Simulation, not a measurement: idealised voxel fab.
Process module under the name voxel self aligned vias
It is cross-section cut that appears here, measuring 245 nm in width, its square cells being 5 nm in size.
We lay out every cross-section as a grid of square cells and spell it out in bands from the top down, where one band means one or more rows of cells. For a band, the entry starts with two heights in nm, that of the top and then that of the bottom, and carries on with the band's materials in order from left to right, each alongside its width in nm; the word "throughout" beside a single material means it fills the band edge to edge, and "blank" means empty space. Height is counted from the level 0, under which the received wafer is composed throughout of one material. The lowest of the bands is not closed at the bottom but continues downward, in the notation "0 and below". With a width like "30..40", each row of cells in the band differs from the next by the same amount, the top row carrying the first number and the bottom row the second. "remains unaltered" -> step changed no cross-section cell. What "Encapsulated voids" gives you is every empty space of 8 cells or more that is cut off from the top. Each appears as width x height at distance, with the distance taken from the left edge and width, height and distance all in nm. Where a step's line continues beyond its settings, the continuation is a remark by the simulator itself on that step. A step's line can hold "overlay nm"; with a mask on that step, the setting says how far right of the planned place the mask lay, while a negative setting says it lay to the left.

THE FOLLOWING LIST GIVES THE PLANNED PROCESS STEPS
1,RECEIVE (material Si)
2,CONFORMAL_DEP (material SiO2; thk nm 10)
3,CONFORMAL_DEP (material SiCN; thk nm 5)
4,DIRECTIONAL_DEP (material lowk; thk nm 25)
5,PATTERN (tone open; mask id LINES; material resist; width nm 30; pitch nm 65; thk nm 15; overlay nm 0)
6,DIRECTIONAL_ETCH (etch materials lowk; depth nm 25)
7,STRIP (etch materials resist)
8,CONFORMAL_DEP (material TiN; thk nm 5)
9,FILL_DEP (material Ru; thk nm 10)
10,CMP (height nm 40)
11,SELECTIVE_ETCH (etch materials W Ru TiN; depth nm 10)
12,FILL_DEP (material SiN; thk nm 5)
13,CMP (height nm 40)
14,DIRECTIONAL_DEP (material lowk; thk nm 15)
15,MASKED_ETCH (tone open; mask id VIAS; width nm 40; pitch nm 65; etch materials lowk; depth nm 15; overlay nm 0)
16,MASKED_ETCH (tone open; mask id VIAS; width nm 40; pitch nm 65; etch materials SiN; depth nm 10; overlay nm 0)
17,CONFORMAL_DEP (material TiN; thk nm 5)
18,FILL_DEP (material Ru; thk nm 10)
19,CMP (height nm 55)
20,CONFORMAL_DEP (material SiN; thk nm 5)

ACCOUNT OF THE FIRST OF TWO WAFERS, WHICH WAS PROCESSED AS INTENDED

STEP 1 COMPLETE: CROSS-SECTION OF THE WAFER AS RECEIVED
	0 and below = Si throughout
	Encapsulated voids: none

THE FOLLOWING CROSS-SECTION DEPICTS THE WAFER UPON COMPLETION OF STEP 2
	10 down to 0 = SiO2 throughout
	Rest of section, below 0: as before.

THE FOLLOWING CROSS-SECTION DEPICTS THE WAFER UPON COMPLETION OF STEP 3
	15 down to 10 = SiCN throughout
	Rest of section, below 10: as before.

THE FOLLOWING CROSS-SECTION DEPICTS THE WAFER UPON COMPLETION OF STEP 4
	40 down to 15 = lowk throughout
	Rest of section, below 15: as before.

THE FOLLOWING CROSS-SECTION DEPICTS THE WAFER UPON COMPLETION OF STEP 5
	55 down to 40 = 40 resist, 30 blank, 35 resist, 30 blank, 35 resist, 30 blank, 45 resist
	Rest of section, below 40: as before.

THE FOLLOWING CROSS-SECTION DEPICTS THE WAFER UPON COMPLETION OF STEP 6
	55 down to 40 = 40 resist, 30 blank, 35 resist, 30 blank, 35 resist, 30 blank, 45 resist
	40 down to 15 = 40 lowk, 30 blank, 35 lowk, 30 blank, 35 lowk, 30 blank, 45 lowk
	Rest of section, below 15: as before.

THE FOLLOWING CROSS-SECTION DEPICTS THE WAFER UPON COMPLETION OF STEP 7
	40 down to 15 = 40 lowk, 30 blank, 35 lowk, 30 blank, 35 lowk, 30 blank, 45 lowk
	Rest of section, below 15: as before.

THE FOLLOWING CROSS-SECTION DEPICTS THE WAFER UPON COMPLETION OF STEP 8
	45 down to 40 = 45 TiN, 20 blank, 45 TiN, 20 blank, 45 TiN, 20 blank, 50 TiN
	40 down to 20 = 40 lowk, 5 TiN, 20 blank, 5 TiN, 35 lowk, 5 TiN, 20 blank, 5 TiN, 35 lowk, 5 TiN, 20 blank, 5 TiN, 45 lowk
	20 down to 15 = 40 lowk, 30 TiN, 35 lowk, 30 TiN, 35 lowk, 30 TiN, 45 lowk
	Rest of section, below 15: as before.

THE FOLLOWING CROSS-SECTION DEPICTS THE WAFER UPON COMPLETION OF STEP 9
	55 down to 45 = Ru throughout
	45 down to 40 = 45 TiN, 20 Ru, 45 TiN, 20 Ru, 45 TiN, 20 Ru, 50 TiN
	40 down to 20 = 40 lowk, 5 TiN, 20 Ru, 5 TiN, 35 lowk, 5 TiN, 20 Ru, 5 TiN, 35 lowk, 5 TiN, 20 Ru, 5 TiN, 45 lowk
	Rest of section, below 20: as before.

THE FOLLOWING CROSS-SECTION DEPICTS THE WAFER UPON COMPLETION OF STEP 10
	40 down to 20 = 40 lowk, 5 TiN, 20 Ru, 5 TiN, 35 lowk, 5 TiN, 20 Ru, 5 TiN, 35 lowk, 5 TiN, 20 Ru, 5 TiN, 45 lowk
	Rest of section, below 20: as before.

THE FOLLOWING CROSS-SECTION DEPICTS THE WAFER UPON COMPLETION OF STEP 11
	40 down to 30 = 40 lowk, 30 blank, 35 lowk, 30 blank, 35 lowk, 30 blank, 45 lowk
	Rest of section, below 30: as before.

THE FOLLOWING CROSS-SECTION DEPICTS THE WAFER UPON COMPLETION OF STEP 12
	45 down to 40 = SiN throughout
	40 down to 30 = 40 lowk, 30 SiN, 35 lowk, 30 SiN, 35 lowk, 30 SiN, 45 lowk
	Rest of section, below 30: as before.

THE FOLLOWING CROSS-SECTION DEPICTS THE WAFER UPON COMPLETION OF STEP 13
	40 down to 30 = 40 lowk, 30 SiN, 35 lowk, 30 SiN, 35 lowk, 30 SiN, 45 lowk
	Rest of section, below 30: as before.

THE FOLLOWING CROSS-SECTION DEPICTS THE WAFER UPON COMPLETION OF STEP 14
	55 down to 40 = lowk throughout
	Rest of section, below 40: as before.

THE FOLLOWING CROSS-SECTION DEPICTS THE WAFER UPON COMPLETION OF STEP 15
	55 down to 40 = 35 lowk, 40 blank, 25 lowk, 40 blank, 25 lowk, 40 blank, 40 lowk
	Rest of section, below 40: as before.

THE FOLLOWING CROSS-SECTION DEPICTS THE WAFER UPON COMPLETION OF STEP 16
	55 down to 40 = 35 lowk, 40 blank, 25 lowk, 40 blank, 25 lowk, 40 blank, 40 lowk
	40 down to 30 = 40 lowk, 30 blank, 35 lowk, 30 blank, 35 lowk, 30 blank, 45 lowk
	Rest of section, below 30: as before.

THE FOLLOWING CROSS-SECTION DEPICTS THE WAFER UPON COMPLETION OF STEP 17
	60 down to 55 = 40 TiN, 30 blank, 35 TiN, 30 blank, 35 TiN, 30 blank, 45 TiN
	55 down to 45 = 35 lowk, 5 TiN, 30 blank, 5 TiN, 25 lowk, 5 TiN, 30 blank, 5 TiN, 25 lowk, 5 TiN, 30 blank, 5 TiN, 40 lowk
	45 down to 35 = 35..40 lowk, 10..5 TiN, 20 blank, 10..5 TiN, 25..35 lowk, 10..5 TiN, 20 blank, 10..5 TiN, 25..35 lowk, 10..5 TiN, 20 blank, 10..5 TiN, 40..45 lowk
	35 down to 30 = 40 lowk, 30 TiN, 35 lowk, 30 TiN, 35 lowk, 30 TiN, 45 lowk
	Rest of section, below 30: as before.

THE FOLLOWING CROSS-SECTION DEPICTS THE WAFER UPON COMPLETION OF STEP 18
	70 down to 60 = Ru throughout
	60 down to 55 = 40 TiN, 30 Ru, 35 TiN, 30 Ru, 35 TiN, 30 Ru, 45 TiN
	55 down to 45 = 35 lowk, 5 TiN, 30 Ru, 5 TiN, 25 lowk, 5 TiN, 30 Ru, 5 TiN, 25 lowk, 5 TiN, 30 Ru, 5 TiN, 40 lowk
	45 down to 35 = 35..40 lowk, 10..5 TiN, 20 Ru, 10..5 TiN, 25..35 lowk, 10..5 TiN, 20 Ru, 10..5 TiN, 25..35 lowk, 10..5 TiN, 20 Ru, 10..5 TiN, 40..45 lowk
	Rest of section, below 35: as before.

THE FOLLOWING CROSS-SECTION DEPICTS THE WAFER UPON COMPLETION OF STEP 19
	55 down to 45 = 35 lowk, 5 TiN, 30 Ru, 5 TiN, 25 lowk, 5 TiN, 30 Ru, 5 TiN, 25 lowk, 5 TiN, 30 Ru, 5 TiN, 40 lowk
	Rest of section, below 45: as before.

THE FOLLOWING CROSS-SECTION DEPICTS THE WAFER UPON COMPLETION OF STEP 20
	60 down to 55 = SiN throughout
	Rest of section, below 55: as before.

SECOND WAFER - SHARED START AND PLAN WITH THE FIRST - ONE ERROR IN RUNNING - SAME AS THE FIRST UP TO STEP 1 INCLUSIVE

HERE IS THE SECOND WAFER IN CROSS-SECTION AT THE POINT WHERE STEP 2 OF THE PLAN SHOULD HAVE BEEN DONE
	5 down to 0 = SiCN throughout
	Rest of section, below 0: as before.

HERE IS THE SECOND WAFER IN CROSS-SECTION AT THE POINT WHERE STEP 3 OF THE PLAN SHOULD HAVE BEEN DONE
	15 down to 5 = SiO2 throughout
	Rest of section, below 5: as before.

HERE IS THE SECOND WAFER IN CROSS-SECTION AT THE POINT WHERE STEP 4 OF THE PLAN SHOULD HAVE BEEN DONE
	40 down to 15 = lowk throughout
	Rest of section, below 15: as before.

HERE IS THE SECOND WAFER IN CROSS-SECTION AT THE POINT WHERE STEP 5 OF THE PLAN SHOULD HAVE BEEN DONE
	55 down to 40 = 40 resist, 30 blank, 35 resist, 30 blank, 35 resist, 30 blank, 45 resist
	Rest of section, below 40: as before.

HERE IS THE SECOND WAFER IN CROSS-SECTION AT THE POINT WHERE STEP 6 OF THE PLAN SHOULD HAVE BEEN DONE
	55 down to 40 = 40 resist, 30 blank, 35 resist, 30 blank, 35 resist, 30 blank, 45 resist
	40 down to 15 = 40 lowk, 30 blank, 35 lowk, 30 blank, 35 lowk, 30 blank, 45 lowk
	Rest of section, below 15: as before.

HERE IS THE SECOND WAFER IN CROSS-SECTION AT THE POINT WHERE STEP 7 OF THE PLAN SHOULD HAVE BEEN DONE
	40 down to 15 = 40 lowk, 30 blank, 35 lowk, 30 blank, 35 lowk, 30 blank, 45 lowk
	Rest of section, below 15: as before.

HERE IS THE SECOND WAFER IN CROSS-SECTION AT THE POINT WHERE STEP 8 OF THE PLAN SHOULD HAVE BEEN DONE
	45 down to 40 = 45 TiN, 20 blank, 45 TiN, 20 blank, 45 TiN, 20 blank, 50 TiN
	40 down to 20 = 40 lowk, 5 TiN, 20 blank, 5 TiN, 35 lowk, 5 TiN, 20 blank, 5 TiN, 35 lowk, 5 TiN, 20 blank, 5 TiN, 45 lowk
	20 down to 15 = 40 lowk, 30 TiN, 35 lowk, 30 TiN, 35 lowk, 30 TiN, 45 lowk
	Rest of section, below 15: as before.

HERE IS THE SECOND WAFER IN CROSS-SECTION AT THE POINT WHERE STEP 9 OF THE PLAN SHOULD HAVE BEEN DONE
	55 down to 45 = Ru throughout
	45 down to 40 = 45 TiN, 20 Ru, 45 TiN, 20 Ru, 45 TiN, 20 Ru, 50 TiN
	40 down to 20 = 40 lowk, 5 TiN, 20 Ru, 5 TiN, 35 lowk, 5 TiN, 20 Ru, 5 TiN, 35 lowk, 5 TiN, 20 Ru, 5 TiN, 45 lowk
	Rest of section, below 20: as before.

HERE IS THE SECOND WAFER IN CROSS-SECTION AT THE POINT WHERE STEP 10 OF THE PLAN SHOULD HAVE BEEN DONE
	40 down to 20 = 40 lowk, 5 TiN, 20 Ru, 5 TiN, 35 lowk, 5 TiN, 20 Ru, 5 TiN, 35 lowk, 5 TiN, 20 Ru, 5 TiN, 45 lowk
	Rest of section, below 20: as before.

HERE IS THE SECOND WAFER IN CROSS-SECTION AT THE POINT WHERE STEP 11 OF THE PLAN SHOULD HAVE BEEN DONE
	40 down to 30 = 40 lowk, 30 blank, 35 lowk, 30 blank, 35 lowk, 30 blank, 45 lowk
	Rest of section, below 30: as before.

HERE IS THE SECOND WAFER IN CROSS-SECTION AT THE POINT WHERE STEP 12 OF THE PLAN SHOULD HAVE BEEN DONE
	45 down to 40 = SiN throughout
	40 down to 30 = 40 lowk, 30 SiN, 35 lowk, 30 SiN, 35 lowk, 30 SiN, 45 lowk
	Rest of section, below 30: as before.

HERE IS THE SECOND WAFER IN CROSS-SECTION AT THE POINT WHERE STEP 13 OF THE PLAN SHOULD HAVE BEEN DONE
	40 down to 30 = 40 lowk, 30 SiN, 35 lowk, 30 SiN, 35 lowk, 30 SiN, 45 lowk
	Rest of section, below 30: as before.

HERE IS THE SECOND WAFER IN CROSS-SECTION AT THE POINT WHERE STEP 14 OF THE PLAN SHOULD HAVE BEEN DONE
	55 down to 40 = lowk throughout
	Rest of section, below 40: as before.

HERE IS THE SECOND WAFER IN CROSS-SECTION AT THE POINT WHERE STEP 15 OF THE PLAN SHOULD HAVE BEEN DONE
	55 down to 40 = 35 lowk, 40 blank, 25 lowk, 40 blank, 25 lowk, 40 blank, 40 lowk
	Rest of section, below 40: as before.

HERE IS THE SECOND WAFER IN CROSS-SECTION AT THE POINT WHERE STEP 16 OF THE PLAN SHOULD HAVE BEEN DONE
	55 down to 40 = 35 lowk, 40 blank, 25 lowk, 40 blank, 25 lowk, 40 blank, 40 lowk
	40 down to 30 = 40 lowk, 30 blank, 35 lowk, 30 blank, 35 lowk, 30 blank, 45 lowk
	Rest of section, below 30: as before.

HERE IS THE SECOND WAFER IN CROSS-SECTION AT THE POINT WHERE STEP 17 OF THE PLAN SHOULD HAVE BEEN DONE
	60 down to 55 = 40 TiN, 30 blank, 35 TiN, 30 blank, 35 TiN, 30 blank, 45 TiN
	55 down to 45 = 35 lowk, 5 TiN, 30 blank, 5 TiN, 25 lowk, 5 TiN, 30 blank, 5 TiN, 25 lowk, 5 TiN, 30 blank, 5 TiN, 40 lowk
	45 down to 35 = 35..40 lowk, 10..5 TiN, 20 blank, 10..5 TiN, 25..35 lowk, 10..5 TiN, 20 blank, 10..5 TiN, 25..35 lowk, 10..5 TiN, 20 blank, 10..5 TiN, 40..45 lowk
	35 down to 30 = 40 lowk, 30 TiN, 35 lowk, 30 TiN, 35 lowk, 30 TiN, 45 lowk
	Rest of section, below 30: as before.

HERE IS THE SECOND WAFER IN CROSS-SECTION AT THE POINT WHERE STEP 18 OF THE PLAN SHOULD HAVE BEEN DONE
	70 down to 60 = Ru throughout
	60 down to 55 = 40 TiN, 30 Ru, 35 TiN, 30 Ru, 35 TiN, 30 Ru, 45 TiN
	55 down to 45 = 35 lowk, 5 TiN, 30 Ru, 5 TiN, 25 lowk, 5 TiN, 30 Ru, 5 TiN, 25 lowk, 5 TiN, 30 Ru, 5 TiN, 40 lowk
	45 down to 35 = 35..40 lowk, 10..5 TiN, 20 Ru, 10..5 TiN, 25..35 lowk, 10..5 TiN, 20 Ru, 10..5 TiN, 25..35 lowk, 10..5 TiN, 20 Ru, 10..5 TiN, 40..45 lowk
	Rest of section, below 35: as before.

HERE IS THE SECOND WAFER IN CROSS-SECTION AT THE POINT WHERE STEP 19 OF THE PLAN SHOULD HAVE BEEN DONE
	55 down to 45 = 35 lowk, 5 TiN, 30 Ru, 5 TiN, 25 lowk, 5 TiN, 30 Ru, 5 TiN, 25 lowk, 5 TiN, 30 Ru, 5 TiN, 40 lowk
	Rest of section, below 45: as before.

HERE IS THE SECOND WAFER IN CROSS-SECTION AT THE POINT WHERE STEP 20 OF THE PLAN SHOULD HAVE BEEN DONE
	60 down to 55 = SiN throughout
	Rest of section, below 55: as before.
Short version of what went wrong: steps 2 and 3 of the plan were each performed in the slot designated for the other
The concluding comparison shows that, measured in cells, each material is equally abundant on both wafers, albeit at different positions.
